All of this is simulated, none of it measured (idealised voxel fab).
You're looking at the process module voxel spacer lines.
Section shown: cut. Width: 225 nm. Cell size: 5 nm, square.
For the purposes of this document, a cross-section shall be understood as a grid of square cells, specified as bands listed in top-to-bottom order, each band consisting of one or more rows of cells.
Basically the band line says how high the top is and how high the bottom is, in nm, and then what's in it from left to right, every material with its width in nm. Empty space shows up as "empty", and if a single material carries "edge to edge" it runs the full band edge to edge.
Below 0: as-received wafer, all one material; heights counted from there. Lowest band: no bottom, goes on down, written "top 0, no bottom".
Width spec "30->40" -> top row of cells at first value, bottom row at second value, equal per-row change in between.
When a step is marked "remained unchanged", none of the cells in the cross-section changed during that step.
"Enclosed void entries" enumerates empty spaces isolated from the top, with no open way to it, that contain at least 8 cells, giving each as width x height at distance from the left edge, all three in nm.
It should be noted that, on the line of a given step, the content following the step's settings is a remark produced by the simulator itself with respect to that step.
overlay nm: right-of-plan distance of the mask on a masked step; negative values mean left-of-plan.

### Intended process steps
1 RECEIVE: material Si
2 CONFORMAL_DEP: material Al2O3, thk nm 10
3 DIRECTIONAL_DEP: material TiN, thk nm 10
4 DIRECTIONAL_DEP: material polySi, thk nm 30
5 PATTERN: tone cover, mask id MANDREL, material resist, width nm 25, pitch nm 70, thk nm 40, overlay nm 0
6 DIRECTIONAL_ETCH: etch materials polySi, depth nm 30
7 STRIP: etch materials resist
8 CONFORMAL_DEP: material SiO2, thk nm 10
9 DIRECTIONAL_ETCH: etch materials SiO2, depth nm 10
10 STRIP: etch materials polySi
11 DIRECTIONAL_ETCH: etch materials TiN, depth nm 10
12 STRIP: etch materials SiO2

### Run as planned: first of two wafers

### Cross-section: wafer on arrival = after step 1
- top 0, no bottom: Si edge to edge
- Enclosed void entries: none

### Step 2 done - wafer cross-section
- top 10, bottom 0: Al2O3 edge to edge
- Below 0 it's all the same as before, nothing changed down there.

### Step 3 done - wafer cross-section
- top 20, bottom 10: TiN edge to edge
- Below 10 it's all the same as before, nothing changed down there.

### Step 4 done - wafer cross-section
- top 50, bottom 20: polySi edge to edge
- Below 20 it's all the same as before, nothing changed down there.

### Step 5 done - wafer cross-section
- top 90, bottom 50: empty (30) | resist (25) | empty (45) | resist (25) | empty (45) | resist (25) | empty (30)
- Below 50 it's all the same as before, nothing changed down there.

### Step 6 done - wafer cross-section
- top 90, bottom 50: empty (30) | resist (25) | empty (45) | resist (25) | empty (45) | resist (25) | empty (30)
- top 50, bottom 20: empty (30) | polySi (25) | empty (45) | polySi (25) | empty (45) | polySi (25) | empty (30)
- Below 20 it's all the same as before, nothing changed down there.

### Step 7 done - wafer cross-section
- top 50, bottom 20: empty (30) | polySi (25) | empty (45) | polySi (25) | empty (45) | polySi (25) | empty (30)
- Below 20 it's all the same as before, nothing changed down there.

### Step 8 done - wafer cross-section
- top 60, bottom 50: empty (20) | SiO2 (45) | empty (25) | SiO2 (45) | empty (25) | SiO2 (45) | empty (20)
- top 50, bottom 30: empty (20) | SiO2 (10) | polySi (25) | SiO2 (10) | empty (25) | SiO2 (10) | polySi (25) | SiO2 (10) | empty (25) | SiO2 (10) | polySi (25) | SiO2 (10) | empty (20)
- top 30, bottom 20: SiO2 (30) | polySi (25) | SiO2 (45) | polySi (25) | SiO2 (45) | polySi (25) | SiO2 (30)
- Below 20 it's all the same as before, nothing changed down there.

### Step 9 done - wafer cross-section
- top 50, bottom 20: empty (20) | SiO2 (10) | polySi (25) | SiO2 (10) | empty (25) | SiO2 (10) | polySi (25) | SiO2 (10) | empty (25) | SiO2 (10) | polySi (25) | SiO2 (10) | empty (20)
- Below 20 it's all the same as before, nothing changed down there.

### Step 10 done - wafer cross-section
- top 50, bottom 20: empty (20) | SiO2 (10) | empty (25) | SiO2 (10) | empty (25) | SiO2 (10) | empty (25) | SiO2 (10) | empty (25) | SiO2 (10) | empty (25) | SiO2 (10) | empty (20)
- Below 20 it's all the same as before, nothing changed down there.

### Step 11 done - wafer cross-section
- top 50, bottom 20: empty (20) | SiO2 (10) | empty (25) | SiO2 (10) | empty (25) | SiO2 (10) | empty (25) | SiO2 (10) | empty (25) | SiO2 (10) | empty (25) | SiO2 (10) | empty (20)
- top 20, bottom 10: empty (20) | TiN (10) | empty (25) | TiN (10) | empty (25) | TiN (10) | empty (25) | TiN (10) | empty (25) | TiN (10) | empty (25) | TiN (10) | empty (20)
- Below 10 it's all the same as before, nothing changed down there.

### Step 12 done - wafer cross-section
- top 20, bottom 10: empty (20) | TiN (10) | empty (25) | TiN (10) | empty (25) | TiN (10) | empty (25) | TiN (10) | empty (25) | TiN (10) | empty (25) | TiN (10) | empty (20)
- Below 10 it's all the same as before, nothing changed down there.

### Second wafer, same starting conditions and recipe as the first, one mistake in executing it, nothing differs from the first up to and including step 2

### Second wafer, cross-section, planned end of step 3
- top 40, bottom 10: polySi edge to edge
- Below 10 it's all the same as before, nothing changed down there.

### Second wafer, cross-section, planned end of step 4
- top 50, bottom 40: TiN edge to edge
- Below 40 it's all the same as before, nothing changed down there.

### Second wafer, cross-section, planned end of step 5
- top 90, bottom 50: empty (30) | resist (25) | empty (45) | resist (25) | empty (45) | resist (25) | empty (30)
- Below 50 it's all the same as before, nothing changed down there.

Second wafer, cross-section, planned end of step 6: remained unchanged

### Second wafer, cross-section, planned end of step 7
- top 50, bottom 40: TiN edge to edge
- Below 40 it's all the same as before, nothing changed down there.

### Second wafer, cross-section, planned end of step 8
- top 60, bottom 50: SiO2 edge to edge
- Below 50 it's all the same as before, nothing changed down there.

### Second wafer, cross-section, planned end of step 9
- top 50, bottom 40: TiN edge to edge
- Below 40 it's all the same as before, nothing changed down there.

Second wafer, cross-section, planned end of step 10: remained unchanged

### Second wafer, cross-section, planned end of step 11
- top 40, bottom 10: polySi edge to edge
- Below 10 it's all the same as before, nothing changed down there.

Second wafer, cross-section, planned end of step 12: remained unchanged
Against the plan, the run slipped here: swap of plan steps 3 and 4 during execution
End of process, cell counts, second wafer against first, materials with more or fewer: TiN: 24 fewer | polySi: 270 more
